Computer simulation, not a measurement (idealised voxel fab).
You're looking at the process module voxel air gaps.
Cross-sectional view cut (width: 155 nm; square cell size: 5 nm).
Format of a cross-section: grid, square cells. Given as bands. Order: top down. Band: one or more rows of cells.
This entry defines a band. It first specifies the height of the band's top and the height of its bottom in nm, and then specifies the band's materials from left to right, stating each material with its width in nm. The word "full width" identifies a single material that fills the band from edge to edge, while the word "empty" identifies empty space.
Heights are measured from 0, the level below which the as-received wafer is all one material; the lowest band has no bottom and continues downward, written as in "top 0, no bottom".
A two-number width, for instance "30->40", indicates that the width is equal to the first number in the top row of the band and to the second number in the bottom row, and that it changes by a constant amount per row of cells.
"everything unchanged", as given for a step, is the statement that not any cell of the cross-section underwent a change during that step.
The entry titled "Voids, fully enclosed" provides the empty spaces that have no open way to the top, restricted to those of 8 cells or more. Each is presented as width x height at distance, the distance being measured from the left edge, with all three in nm.
On a step's line, text after the settings is the simulator commenting on that step.
When a step includes a mask, the "overlay nm" setting on its line states how far to the right of its planned place that mask lay, and negative values state how far to the left.

List of planned process steps:
1) RECEIVE: material Si
2) CONFORMAL_DEP: material SiO2, thk nm 15
3) CONFORMAL_DEP: material SiCN, thk nm 5
4) DIRECTIONAL_DEP: material lowk, thk nm 40
5) PATTERN: tone open, mask id LINES, material resist, width nm 15, pitch nm 40, thk nm 20, overlay nm 0
6) DIRECTIONAL_ETCH: etch materials lowk, depth nm 40
7) STRIP: etch materials resist
8) CONFORMAL_DEP: material TiN, thk nm 5
9) FILL_DEP: material W, thk nm 10
10) CMP: height nm 60
11) EPI: material Ru, thk nm 10
12) SELECTIVE_ETCH: etch materials lowk, depth nm 50
13) CONFORMAL_DEP: material SiCN, thk nm 5

Step 1 complete: cross-section of the wafer as received:
- top 0, no bottom: Si full width
- Voids, fully enclosed: none

Cross-section taken at module completion on the first of two wafers; processed per the plan:
- top 75, bottom 70: 15 of empty; 125 of SiCN; 15 of empty
- top 70, bottom 60: 15 of empty; 5 of SiCN; 35 of Ru; 5 of SiCN; 35 of Ru; 5 of SiCN; 35 of Ru; 5 of SiCN; 15 of empty
- top 60, bottom 55: 15 of empty; 15 of SiCN; 5 of TiN; 5 of W; 5 of TiN; 25 of SiCN; 5 of TiN; 5 of W; 5 of TiN; 25 of SiCN; 5 of TiN; 5 of W; 5 of TiN; 15 of SiCN; 15 of empty
- top 55, bottom 25: 25 of empty; 5 of SiCN; 5 of TiN; 5 of W; 5 of TiN; 5 of SiCN; 15 of empty; 5 of SiCN; 5 of TiN; 5 of W; 5 of TiN; 5 of SiCN; 15 of empty; 5 of SiCN; 5 of TiN; 5 of W; 5 of TiN; 5 of SiCN; 25 of empty
- top 25, bottom 20: 30 of SiCN; 15 of TiN; 25 of SiCN; 15 of TiN; 25 of SiCN; 15 of TiN; 30 of SiCN
- top 20, bottom 15: SiCN full width
- top 15, bottom 0: SiO2 full width
- top 0, no bottom: Si full width
- Voids, fully enclosed: 15 x 30 at 50; 15 x 30 at 90

Cross-section of the latter of the two wafers at module completion. It had an identical start and an identical plan to the former; in running it, one mistake was made:
- top 65, bottom 55: SiCN full width
- top 55, bottom 15: lowk full width
- top 15, bottom 0: SiO2 full width
- top 0, no bottom: Si full width
- Voids, fully enclosed: none
The plan and the run diverged here: mixed up steps 3 and 4 - ran each in the other's place
Per the end-of-run cell counts, the second wafer holds more or fewer of some materials than the first: -42 Ru | -76 SiCN | -51 TiN | -21 W | +248 lowk
First wafer closed voids (final) = 2; second wafer closed voids (final) = 0.
